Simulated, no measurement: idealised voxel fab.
The following is a process module called voxel quadruple lines.
The cross-section on display is named cut; it measures 155 nm wide, and its cells are 5 nm squares.
When this document writes out a cross-section, it uses a grid of square cells and lists it as bands, beginning at the top and moving down, with a band standing for one or more rows of cells. Band: top height; bottom height; in nm. Then, left to right: material with width in nm, for each material. "throughout": a single material spanning edge to edge. "air": empty space. Height datum 0, below which the as-received substrate wafer is one material. Lowest band open at the bottom, running downward: "0..down". So if you see something like "30..40" for the width, read it as the top row of the band sitting at the first number and the bottom row at the second, with every row in between moving by the same amount as the last. What does "remained the same" mean for a step? It means no cell of the cross-section changed in that step. What "Closed cavity list" gives you is every empty space of 8 cells or more that is cut off from the top. Each appears as width x height at distance, with the distance taken from the left edge and width, height and distance all in nm. Post-settings text on a step line: simulator's own remark regarding the step. "overlay nm" answers the question of how far to the right of plan the mask lay on a step that has a mask, and when it is negative the answer is to the left. Every pair from here on: before one process step, after it. The after cross-section reaches only to the lowest band that changed. Below the pair: the step in between and its settings. Pairs can belong to different runs of this module on the same starting wafer; a pair carries on from the pair above only if the entry headed "Pre-step profile" says so.

-- Pre-step profile
0..down = Si throughout
Closed cavity list: none

-- Result of Step
5..0 = SiO2 throughout
below 0: unchanged
Closed cavity list: none
Between the cross-sections above, the step performed was CONFORMAL_DEP,material SiO2,thk nm 5

Pre-step profile: it's just the after picture from the pair right above this one.

-- Result of Step
15..5 = W throughout
below 5: unchanged
Closed cavity list: none
Between the cross-sections above, the step performed was DIRECTIONAL_DEP,material W,thk nm 10

Pre-step profile: it's just the after picture from the pair right above this one.

-- Result of Step
30..15 = polySi throughout
below 15: unchanged
Closed cavity list: none
Between the cross-sections above, the step performed was DIRECTIONAL_DEP,material polySi,thk nm 15

Pre-step profile: it's just the after picture from the pair right above this one.

-- Result of Step
50..30 = aC throughout
below 30: unchanged
Closed cavity list: none
Between the cross-sections above, the step performed was DIRECTIONAL_DEP,material aC,thk nm 20

Pre-step profile: it's just the after picture from the pair right above this one.

-- Result of Step
80..50 = 60 air, 35 resist, 60 air
below 50: unchanged
Closed cavity list: none
Between the cross-sections above, the step performed was PATTERN,tone cover,mask id MANDREL,material resist,width nm 35,thk nm 30,overlay nm 0

Pre-step profile: it's just the after picture from the pair right above this one.

-- Result of Step
60..50 = 60 air, 35 resist, 60 air
50..30 = 60 air, 35 aC, 60 air
below 30: unchanged
Closed cavity list: none
Between the cross-sections above, the step performed was DIRECTIONAL_ETCH,etch materials aC,depth nm 20

Pre-step profile: it's just the after picture from the pair right above this one.

-- Result of Step
50..30 = 60 air, 35 aC, 60 air
below 30: unchanged
Closed cavity list: none
Between the cross-sections above, the step performed was STRIP,etch materials resist

Pre-step profile: it's just the after picture from the pair right above this one.

-- Result of Step
65..50 = 45 air, 65 SiO2, 45 air
50..45 = 45 air, 15 SiO2, 35 aC, 15 SiO2, 45 air
45..30 = 60 SiO2, 35 aC, 60 SiO2
below 30: unchanged
Closed cavity list: none
Between the cross-sections above, the step performed was CONFORMAL_DEP,material SiO2,thk nm 15

Pre-step profile: it's just the after picture from the pair right above this one.

-- Result of Step
50..30 = 45 air, 15 SiO2, 35 aC, 15 SiO2, 45 air
below 30: unchanged
Closed cavity list: none
Between the cross-sections above, the step performed was DIRECTIONAL_ETCH,etch materials SiO2,depth nm 15

Pre-step profile: it's just the after picture from the pair right above this one.

-- Result of Step
50..30 = 45 air, 15 SiO2, 35 air, 15 SiO2, 45 air
below 30: unchanged
Closed cavity list: none
Between the cross-sections above, the step performed was STRIP,etch materials aC

Pre-step profile: it's just the after picture from the pair right above this one.

-- Result of Step
50..30 = 45 air, 15 SiO2, 35 air, 15 SiO2, 45 air
30..15 = 45 air, 15 polySi, 35 air, 15 polySi, 45 air
below 15: unchanged
Closed cavity list: none
Between the cross-sections above, the step performed was DIRECTIONAL_ETCH,etch materials polySi,depth nm 15

Pre-step profile: it's just the after picture from the pair right above this one.

-- Result of Step
30..15 = 45 air, 15 polySi, 35 air, 15 polySi, 45 air
below 15: unchanged
Closed cavity list: none
Between the cross-sections above, the step performed was STRIP,etch materials SiO2

Pre-step profile: it's just the after picture from the pair right above this one.

-- Result of Step
40..30 = 35 air, 35 SiCN, 15 air, 35 SiCN, 35 air
30..25 = 35 air, 10 SiCN, 15 polySi, 10 SiCN, 15 air, 10 SiCN, 15 polySi, 10 SiCN, 35 air
25..15 = 45 SiCN, 15 polySi, 35 SiCN, 15 polySi, 45 SiCN
below 15: unchanged
Closed cavity list: none
Between the cross-sections above, the step performed was CONFORMAL_DEP,material SiCN,thk nm 10

Pre-step profile: it's just the after picture from the pair right above this one.

-- Result of Step
30..15 = 35 air, 10 SiCN, 15 polySi, 10 SiCN, 15 air, 10 SiCN, 15 polySi, 10 SiCN, 35 air
below 15: unchanged
Closed cavity list: none
Between the cross-sections above, the step performed was DIRECTIONAL_ETCH,etch materials SiCN,depth nm 10

Pre-step profile: it's just the after picture from the pair right above this one.

-- Result of Step
30..15 = 35 air, 10 SiCN, 15 air, 10 SiCN, 15 air, 10 SiCN, 15 air, 10 SiCN, 35 air
below 15: unchanged
Closed cavity list: none
Between the cross-sections above, the step performed was STRIP,etch materials polySi

Pre-step profile: it's just the after picture from the pair right above this one.

-- Result of Step
30..15 = 35 air, 10 SiCN, 15 air, 10 SiCN, 15 air, 10 SiCN, 15 air, 10 SiCN, 35 air
15..5 = 35 air, 10 W, 15 air, 10 W, 15 air, 10 W, 15 air, 10 W, 35 air
below 5: unchanged
Closed cavity list: none
Between the cross-sections above, the step performed was DIRECTIONAL_ETCH,etch materials W,depth nm 10

Pre-step profile: it's just the after picture from the pair right above this one.

-- Result of Step
15..5 = 35 air, 10 W, 15 air, 10 W, 15 air, 10 W, 15 air, 10 W, 35 air
below 5: unchanged
Closed cavity list: none
Between the cross-sections above, the step performed was STRIP,etch materials SiCN

-- Pre-step profile
0..down = Si throughout
Closed cavity list: none

-- Result of Step
10..0 = W throughout
below 0: unchanged
Closed cavity list: none
Between the cross-sections above, the step performed was DIRECTIONAL_DEP,material W,thk nm 10

Pre-step profile: it's just the after picture from the pair right above this one.

-- Result of Step
25..10 = polySi throughout
below 10: unchanged
Closed cavity list: none
Between the cross-sections above, the step performed was DIRECTIONAL_DEP,material polySi,thk nm 15

Pre-step profile: it's just the after picture from the pair right above this one.

-- Result of Step
45..25 = aC throughout
below 25: unchanged
Closed cavity list: none
Between the cross-sections above, the step performed was DIRECTIONAL_DEP,material aC,thk nm 20

Pre-step profile: it's just the after picture from the pair right above this one.

-- Result of Step
75..45 = 60 air, 35 resist, 60 air
below 45: unchanged
Closed cavity list: none
Between the cross-sections above, the step performed was PATTERN,tone cover,mask id MANDREL,material resist,width nm 35,thk nm 30,overlay nm 0

Pre-step profile: it's just the after picture from the pair right above this one.

-- Result of Step
55..45 = 60 air, 35 resist, 60 air
45..25 = 60 air, 35 aC, 60 air
below 25: unchanged
Closed cavity list: none
Between the cross-sections above, the step performed was DIRECTIONAL_ETCH,etch materials aC,depth nm 20

Pre-step profile: it's just the after picture from the pair right above this one.

-- Result of Step
45..25 = 60 air, 35 aC, 60 air
below 25: unchanged
Closed cavity list: none
Between the cross-sections above, the step performed was STRIP,etch materials resist

Pre-step profile: it's just the after picture from the pair right above this one.

-- Result of Step
60..45 = 45 air, 65 SiO2, 45 air
45..40 = 45 air, 15 SiO2, 35 aC, 15 SiO2, 45 air
40..25 = 60 SiO2, 35 aC, 60 SiO2
below 25: unchanged
Closed cavity list: none
Between the cross-sections above, the step performed was CONFORMAL_DEP,material SiO2,thk nm 15

Pre-step profile: it's just the after picture from the pair right above this one.

-- Result of Step
45..25 = 45 air, 15 SiO2, 35 aC, 15 SiO2, 45 air
below 25: unchanged
Closed cavity list: none
Between the cross-sections above, the step performed was DIRECTIONAL_ETCH,etch materials SiO2,depth nm 15

Pre-step profile: it's just the after picture from the pair right above this one.

-- Result of Step
45..25 = 45 air, 15 SiO2, 35 air, 15 SiO2, 45 air
below 25: unchanged
Closed cavity list: none
Between the cross-sections above, the step performed was STRIP,etch materials aC

Pre-step profile: it's just the after picture from the pair right above this one.

-- Result of Step
45..25 = 45 air, 15 SiO2, 35 air, 15 SiO2, 45 air
25..10 = 45 air, 15 polySi, 35 air, 15 polySi, 45 air
below 10: unchanged
Closed cavity list: none
Between the cross-sections above, the step performed was DIRECTIONAL_ETCH,etch materials polySi,depth nm 15

Pre-step profile: it's just the after picture from the pair right above this one.

-- Result of Step
25..10 = 45 air, 15 polySi, 35 air, 15 polySi, 45 air
below 10: unchanged
Closed cavity list: none
Between the cross-sections above, the step performed was STRIP,etch materials SiO2

Pre-step profile: it's just the after picture from the pair right above this one.

-- Result of Step
35..25 = 35 air, 35 SiCN, 15 air, 35 SiCN, 35 air
25..20 = 35 air, 10 SiCN, 15 polySi, 10 SiCN, 15 air, 10 SiCN, 15 polySi, 10 SiCN, 35 air
20..10 = 45 SiCN, 15 polySi, 35 SiCN, 15 polySi, 45 SiCN
below 10: unchanged
Closed cavity list: none
Between the cross-sections above, the step performed was CONFORMAL_DEP,material SiCN,thk nm 10

Pre-step profile: it's just the after picture from the pair right above this one.

-- Result of Step
25..10 = 35 air, 10 SiCN, 15 polySi, 10 SiCN, 15 air, 10 SiCN, 15 polySi, 10 SiCN, 35 air
below 10: unchanged
Closed cavity list: none
Between the cross-sections above, the step performed was DIRECTIONAL_ETCH,etch materials SiCN,depth nm 10

Pre-step profile: it's just the after picture from the pair right above this one.

-- Result of Step
25..10 = 35 air, 10 SiCN, 15 air, 10 SiCN, 15 air, 10 SiCN, 15 air, 10 SiCN, 35 air
below 10: unchanged
Closed cavity list: none
Between the cross-sections above, the step performed was STRIP,etch materials polySi

Pre-step profile: it's just the after picture from the pair right above this one.

-- Result of Step
25..10 = 35 air, 10 SiCN, 15 air, 10 SiCN, 15 air, 10 SiCN, 15 air, 10 SiCN, 35 air
10..0 = 35 air, 10 W, 15 air, 10 W, 15 air, 10 W, 15 air, 10 W, 35 air
below 0: unchanged
Closed cavity list: none
Between the cross-sections above, the step performed was DIRECTIONAL_ETCH,etch materials W,depth nm 10

Pre-step profile: it's just the after picture from the pair right above this one.

-- Result of Step
10..0 = 35 air, 10 W, 15 air, 10 W, 15 air, 10 W, 15 air, 10 W, 35 air
below 0: unchanged
Closed cavity list: none
Between the cross-sections above, the step performed was STRIP,etch materials SiCN

-- Pre-step profile
30..15 = 35 air, 10 SiCN, 15 polySi, 10 SiCN, 15 air, 10 SiCN, 15 polySi, 10 SiCN, 35 air
15..5 = W throughout
5..0 = SiO2 throughout
0..down = Si throughout
Closed cavity list: none

-- Result of Step
30..15 = 35 air, 10 SiCN, 15 polySi, 10 SiCN, 15 air, 10 SiCN, 15 polySi, 10 SiCN, 35 air
15..5 = 35 air, 35 W, 15 air, 35 W, 35 air
below 5: unchanged
Closed cavity list: none
Between the cross-sections above, the step performed was DIRECTIONAL_ETCH,etch materials W,depth nm 10

Pre-step profile: it's just the after picture from the pair right above this one.

-- Result of Step
30..15 = 35 air, 10 SiCN, 15 air, 10 SiCN, 15 air, 10 SiCN, 15 air, 10 SiCN, 35 air
below 15: unchanged
Closed cavity list: none
Between the cross-sections above, the step performed was STRIP,etch materials polySi

Pre-step profile: it's just the after picture from the pair right above this one.

-- Result of Step
15..5 = 35 air, 35 W, 15 air, 35 W, 35 air
below 5: unchanged
Closed cavity list: none
Between the cross-sections above, the step performed was STRIP,etch materials SiCN

-- Pre-step profile
30..15 = 45 air, 15 polySi, 35 air, 15 polySi, 45 air
15..5 = W throughout
5..0 = SiO2 throughout
0..down = Si throughout
Closed cavity list: none

-- Result of Step
35..30 = 40 air, 25 SiCN, 25 air, 25 SiCN, 40 air
30..20 = 40 air, 5 SiCN, 15 polySi, 5 SiCN, 25 air, 5 SiCN, 15 polySi, 5 SiCN, 40 air
20..15 = 45 SiCN, 15 polySi, 35 SiCN, 15 polySi, 45 SiCN
below 15: unchanged
Closed cavity list: none
Between the cross-sections above, the step performed was CONFORMAL_DEP,material SiCN,thk nm 5

Pre-step profile: it's just the after picture from the pair right above this one.

-- Result of Step
30..25 = 45 air, 15 polySi, 35 air, 15 polySi, 45 air
25..15 = 40 air, 5 SiCN, 15 polySi, 5 SiCN, 25 air, 5 SiCN, 15 polySi, 5 SiCN, 40 air
below 15: unchanged
Closed cavity list: none
Between the cross-sections above, the step performed was DIRECTIONAL_ETCH,etch materials SiCN,depth nm 10

Pre-step profile: it's just the after picture from the pair right above this one.

-- Result of Step
25..15 = 40 air, 5 SiCN, 15 air, 5 SiCN, 25 air, 5 SiCN, 15 air, 5 SiCN, 40 air
below 15: unchanged
Closed cavity list: none
Between the cross-sections above, the step performed was STRIP,etch materials polySi

Pre-step profile: it's just the after picture from the pair right above this one.

-- Result of Step
25..15 = 40 air, 5 SiCN, 15 air, 5 SiCN, 25 air, 5 SiCN, 15 air, 5 SiCN, 40 air
15..5 = 40 air, 5 W, 15 air, 5 W, 25 air, 5 W, 15 air, 5 W, 40 air
below 5: unchanged
Closed cavity list: none
Between the cross-sections above, the step performed was DIRECTIONAL_ETCH,etch materials W,depth nm 10

Pre-step profile: it's just the after picture from the pair right above this one.

-- Result of Step
15..5 = 40 air, 5 W, 15 air, 5 W, 25 air, 5 W, 15 air, 5 W, 40 air
below 5: unchanged
Closed cavity list: none
Between the cross-sections above, the step performed was STRIP,etch materials SiCN

-- Pre-step profile
50..30 = aC throughout
30..15 = polySi throughout
15..5 = W throughout
5..0 = SiO2 throughout
0..down = Si throughout
Closed cavity list: none

-- Result of Step
80..50 = 65 air, 30 resist, 60 air
below 50: unchanged
Closed cavity list: none
Between the cross-sections above, the step performed was PATTERN,tone cover,mask id MANDREL,material resist,width nm 30,thk nm 30,overlay nm 0

Pre-step profile: it's just the after picture from the pair right above this one.

-- Result of Step
60..50 = 65 air, 30 resist, 60 air
50..30 = 65 air, 30 aC, 60 air
below 30: unchanged
Closed cavity list: none
Between the cross-sections above, the step performed was DIRECTIONAL_ETCH,etch materials aC,depth nm 20

Pre-step profile: it's just the after picture from the pair right above this one.

-- Result of Step
50..30 = 65 air, 30 aC, 60 air
below 30: unchanged
Closed cavity list: none
Between the cross-sections above, the step performed was STRIP,etch materials resist

Pre-step profile: it's just the after picture from the pair right above this one.

-- Result of Step
65..50 = 50 air, 60 SiO2, 45 air
50..45 = 50 air, 15 SiO2, 30 aC, 15 SiO2, 45 air
45..30 = 65 SiO2, 30 aC, 60 SiO2
below 30: unchanged
Closed cavity list: none
Between the cross-sections above, the step performed was CONFORMAL_DEP,material SiO2,thk nm 15

Pre-step profile: it's just the after picture from the pair right above this one.

-- Result of Step
50..30 = 50 air, 15 SiO2, 30 aC, 15 SiO2, 45 air
below 30: unchanged
Closed cavity list: none
Between the cross-sections above, the step performed was DIRECTIONAL_ETCH,etch materials SiO2,depth nm 15

Pre-step profile: it's just the after picture from the pair right above this one.

-- Result of Step
50..30 = 50 air, 15 SiO2, 30 air, 15 SiO2, 45 air
below 30: unchanged
Closed cavity list: none
Between the cross-sections above, the step performed was STRIP,etch materials aC

Pre-step profile: it's just the after picture from the pair right above this one.

-- Result of Step
50..30 = 50 air, 15 SiO2, 30 air, 15 SiO2, 45 air
30..15 = 50 air, 15 polySi, 30 air, 15 polySi, 45 air
below 15: unchanged
Closed cavity list: none
Between the cross-sections above, the step performed was DIRECTIONAL_ETCH,etch materials polySi,depth nm 15

Pre-step profile: it's just the after picture from the pair right above this one.

-- Result of Step
30..15 = 50 air, 15 polySi, 30 air, 15 polySi, 45 air
below 15: unchanged
Closed cavity list: none
Between the cross-sections above, the step performed was STRIP,etch materials SiO2

Pre-step profile: it's just the after picture from the pair right above this one.

-- Result of Step
40..30 = 40 air, 35 SiCN, 10 air, 35 SiCN, 35 air
30..25 = 40 air, 10 SiCN, 15 polySi, 10 SiCN, 10 air, 10 SiCN, 15 polySi, 10 SiCN, 35 air
25..15 = 50 SiCN, 15 polySi, 30 SiCN, 15 polySi, 45 SiCN
below 15: unchanged
Closed cavity list: none
Between the cross-sections above, the step performed was CONFORMAL_DEP,material SiCN,thk nm 10

Pre-step profile: it's just the after picture from the pair right above this one.

-- Result of Step
30..15 = 40 air, 10 SiCN, 15 polySi, 10 SiCN, 10 air, 10 SiCN, 15 polySi, 10 SiCN, 35 air
below 15: unchanged
Closed cavity list: none
Between the cross-sections above, the step performed was DIRECTIONAL_ETCH,etch materials SiCN,depth nm 10

Pre-step profile: it's just the after picture from the pair right above this one.

-- Result of Step
30..15 = 40 air, 10 SiCN, 15 air, 10 SiCN, 10 air, 10 SiCN, 15 air, 10 SiCN, 35 air
below 15: unchanged
Closed cavity list: none
Between the cross-sections above, the step performed was STRIP,etch materials polySi

Pre-step profile: it's just the after picture from the pair right above this one.

-- Result of Step
30..15 = 40 air, 10 SiCN, 15 air, 10 SiCN, 10 air, 10 SiCN, 15 air, 10 SiCN, 35 air
15..5 = 40 air, 10 W, 15 air, 10 W, 10 air, 10 W, 15 air, 10 W, 35 air
below 5: unchanged
Closed cavity list: none
Between the cross-sections above, the step performed was DIRECTIONAL_ETCH,etch materials W,depth nm 10

Pre-step profile: it's just the after picture from the pair right above this one.

-- Result of Step
15..5 = 40 air, 10 W, 15 air, 10 W, 10 air, 10 W, 15 air, 10 W, 35 air
below 5: unchanged
Closed cavity list: none
Between the cross-sections above, the step performed was STRIP,etch materials SiCN

-- Pre-step profile
50..30 = aC throughout
30..15 = polySi throughout
15..5 = W throughout
5..0 = SiO2 throughout
0..down = Si throughout
Closed cavity list: none

-- Result of Step
80..50 = 55 air, 35 resist, 65 air
below 50: unchanged
Closed cavity list: none
Between the cross-sections above, the step performed was PATTERN,tone cover,mask id MANDREL,material resist,width nm 35,thk nm 30,overlay nm -5

Pre-step profile: it's just the after picture from the pair right above this one.

-- Result of Step
60..50 = 55 air, 35 resist, 65 air
50..30 = 55 air, 35 aC, 65 air
below 30: unchanged
Closed cavity list: none
Between the cross-sections above, the step performed was DIRECTIONAL_ETCH,etch materials aC,depth nm 20

Pre-step profile: it's just the after picture from the pair right above this one.

-- Result of Step
50..30 = 55 air, 35 aC, 65 air
below 30: unchanged
Closed cavity list: none
Between the cross-sections above, the step performed was STRIP,etch materials resist

Pre-step profile: it's just the after picture from the pair right above this one.

-- Result of Step
65..50 = 40 air, 65 SiO2, 50 air
50..45 = 40 air, 15 SiO2, 35 aC, 15 SiO2, 50 air
45..30 = 55 SiO2, 35 aC, 65 SiO2
below 30: unchanged
Closed cavity list: none
Between the cross-sections above, the step performed was CONFORMAL_DEP,material SiO2,thk nm 15

Pre-step profile: it's just the after picture from the pair right above this one.

-- Result of Step
50..30 = 40 air, 15 SiO2, 35 aC, 15 SiO2, 50 air
below 30: unchanged
Closed cavity list: none
Between the cross-sections above, the step performed was DIRECTIONAL_ETCH,etch materials SiO2,depth nm 15

Pre-step profile: it's just the after picture from the pair right above this one.

-- Result of Step
50..30 = 40 air, 15 SiO2, 35 air, 15 SiO2, 50 air
below 30: unchanged
Closed cavity list: none
Between the cross-sections above, the step performed was STRIP,etch materials aC

Pre-step profile: it's just the after picture from the pair right above this one.

-- Result of Step
50..30 = 40 air, 15 SiO2, 35 air, 15 SiO2, 50 air
30..15 = 40 air, 15 polySi, 35 air, 15 polySi, 50 air
below 15: unchanged
Closed cavity list: none
Between the cross-sections above, the step performed was DIRECTIONAL_ETCH,etch materials polySi,depth nm 15

Pre-step profile: it's just the after picture from the pair right above this one.

-- Result of Step
30..15 = 40 air, 15 polySi, 35 air, 15 polySi, 50 air
below 15: unchanged
Closed cavity list: none
Between the cross-sections above, the step performed was STRIP,etch materials SiO2

Pre-step profile: it's just the after picture from the pair right above this one.

-- Result of Step
40..30 = 30 air, 35 SiCN, 15 air, 35 SiCN, 40 air
30..25 = 30 air, 10 SiCN, 15 polySi, 10 SiCN, 15 air, 10 SiCN, 15 polySi, 10 SiCN, 40 air
25..15 = 40 SiCN, 15 polySi, 35 SiCN, 15 polySi, 50 SiCN
below 15: unchanged
Closed cavity list: none
Between the cross-sections above, the step performed was CONFORMAL_DEP,material SiCN,thk nm 10

Pre-step profile: it's just the after picture from the pair right above this one.

-- Result of Step
30..15 = 30 air, 10 SiCN, 15 polySi, 10 SiCN, 15 air, 10 SiCN, 15 polySi, 10 SiCN, 40 air
below 15: unchanged
Closed cavity list: none
Between the cross-sections above, the step performed was DIRECTIONAL_ETCH,etch materials SiCN,depth nm 10

Pre-step profile: it's just the after picture from the pair right above this one.

-- Result of Step
30..15 = 30 air, 10 SiCN, 15 air, 10 SiCN, 15 air, 10 SiCN, 15 air, 10 SiCN, 40 air
below 15: unchanged
Closed cavity list: none
Between the cross-sections above, the step performed was STRIP,etch materials polySi

Pre-step profile: it's just the after picture from the pair right above this one.

-- Result of Step
30..15 = 30 air, 10 SiCN, 15 air, 10 SiCN, 15 air, 10 SiCN, 15 air, 10 SiCN, 40 air
15..5 = 30 air, 10 W, 15 air, 10 W, 15 air, 10 W, 15 air, 10 W, 40 air
below 5: unchanged
Closed cavity list: none
Between the cross-sections above, the step performed was DIRECTIONAL_ETCH,etch materials W,depth nm 10

Pre-step profile: it's just the after picture from the pair right above this one.

-- Result of Step
15..5 = 30 air, 10 W, 15 air, 10 W, 15 air, 10 W, 15 air, 10 W, 40 air
below 5: unchanged
Closed cavity list: none
Between the cross-sections above, the step performed was STRIP,etch materials SiCN

-- Pre-step profile
30..15 = 35 air, 10 SiCN, 15 polySi, 10 SiCN, 15 air, 10 SiCN, 15 polySi, 10 SiCN, 35 air
15..5 = W throughout
5..0 = SiO2 throughout
0..down = Si throughout
Closed cavity list: none

-- Result of Step
30..15 = 45 air, 15 polySi, 35 air, 15 polySi, 45 air
below 15: unchanged
Closed cavity list: none
Between the cross-sections above, the step performed was STRIP,etch materials SiCN

Pre-step profile: it's just the after picture from the pair right above this one.

-- Result of Step
30..15 = 45 air, 15 polySi, 35 air, 15 polySi, 45 air
15..5 = 45 air, 15 W, 35 air, 15 W, 45 air
below 5: unchanged
Closed cavity list: none
Between the cross-sections above, the step performed was DIRECTIONAL_ETCH,etch materials W,depth nm 10

-- Pre-step profile
50..30 = aC throughout
30..15 = polySi throughout
15..5 = W throughout
5..0 = SiO2 throughout
0..down = Si throughout
Closed cavity list: none

-- Result of Step
80..50 = 60 resist, 35 air, 60 resist
below 50: unchanged
Closed cavity list: none
Between the cross-sections above, the step performed was PATTERN,tone open,mask id MANDREL,material resist,width nm 35,thk nm 30,overlay nm 0

Pre-step profile: it's just the after picture from the pair right above this one.

-- Result of Step
60..50 = 60 resist, 35 air, 60 resist
50..30 = 60 aC, 35 air, 60 aC
below 30: unchanged
Closed cavity list: none
Between the cross-sections above, the step performed was DIRECTIONAL_ETCH,etch materials aC,depth nm 20

Pre-step profile: it's just the after picture from the pair right above this one.

-- Result of Step
50..30 = 60 aC, 35 air, 60 aC
below 30: unchanged
Closed cavity list: none
Between the cross-sections above, the step performed was STRIP,etch materials resist

Pre-step profile: it's just the after picture from the pair right above this one.

-- Result of Step
65..50 = 75 SiO2, 5 air, 75 SiO2
50..45 = 60 aC, 15 SiO2, 5 air, 15 SiO2, 60 aC
45..30 = 60 aC, 35 SiO2, 60 aC
below 30: unchanged
Closed cavity list: none
Between the cross-sections above, the step performed was CONFORMAL_DEP,material SiO2,thk nm 15

Pre-step profile: it's just the after picture from the pair right above this one.

-- Result of Step
50..30 = 60 aC, 15 SiO2, 5 air, 15 SiO2, 60 aC
below 30: unchanged
Closed cavity list: none
Between the cross-sections above, the step performed was DIRECTIONAL_ETCH,etch materials SiO2,depth nm 15

Pre-step profile: it's just the after picture from the pair right above this one.

-- Result of Step
50..30 = 60 air, 15 SiO2, 5 air, 15 SiO2, 60 air
below 30: unchanged
Closed cavity list: none
Between the cross-sections above, the step performed was STRIP,etch materials aC

Pre-step profile: it's just the after picture from the pair right above this one.

-- Result of Step
50..30 = 60 air, 15 SiO2, 5 air, 15 SiO2, 60 air
30..15 = 60 air, 15 polySi, 5 air, 15 polySi, 60 air
below 15: unchanged
Closed cavity list: none
Between the cross-sections above, the step performed was DIRECTIONAL_ETCH,etch materials polySi,depth nm 15

Pre-step profile: it's just the after picture from the pair right above this one.

-- Result of Step
30..15 = 60 air, 15 polySi, 5 air, 15 polySi, 60 air
below 15: unchanged
Closed cavity list: none
Between the cross-sections above, the step performed was STRIP,etch materials SiO2

Pre-step profile: it's just the after picture from the pair right above this one.

-- Result of Step
40..30 = 50 air, 55 SiCN, 50 air
30..25 = 50 air, 10 SiCN, 15 polySi, 5 SiCN, 15 polySi, 10 SiCN, 50 air
25..15 = 60 SiCN, 15 polySi, 5 SiCN, 15 polySi, 60 SiCN
below 15: unchanged
Closed cavity list: none
Between the cross-sections above, the step performed was CONFORMAL_DEP,material SiCN,thk nm 10

Pre-step profile: it's just the after picture from the pair right above this one.

-- Result of Step
30..15 = 50 air, 10 SiCN, 15 polySi, 5 SiCN, 15 polySi, 10 SiCN, 50 air
below 15: unchanged
Closed cavity list: none
Between the cross-sections above, the step performed was DIRECTIONAL_ETCH,etch materials SiCN,depth nm 10

Pre-step profile: it's just the after picture from the pair right above this one.

-- Result of Step
30..15 = 50 air, 10 SiCN, 15 air, 5 SiCN, 15 air, 10 SiCN, 50 air
below 15: unchanged
Closed cavity list: none
Between the cross-sections above, the step performed was STRIP,etch materials polySi

Pre-step profile: it's just the after picture from the pair right above this one.

-- Result of Step
30..15 = 50 air, 10 SiCN, 15 air, 5 SiCN, 15 air, 10 SiCN, 50 air
15..5 = 50 air, 10 W, 15 air, 5 W, 15 air, 10 W, 50 air
below 5: unchanged
Closed cavity list: none
Between the cross-sections above, the step performed was DIRECTIONAL_ETCH,etch materials W,depth nm 10

Pre-step profile: it's just the after picture from the pair right above this one.

-- Result of Step
15..5 = 50 air, 10 W, 15 air, 5 W, 15 air, 10 W, 50 air
below 5: unchanged
Closed cavity list: none
Between the cross-sections above, the step performed was STRIP,etch materials SiCN
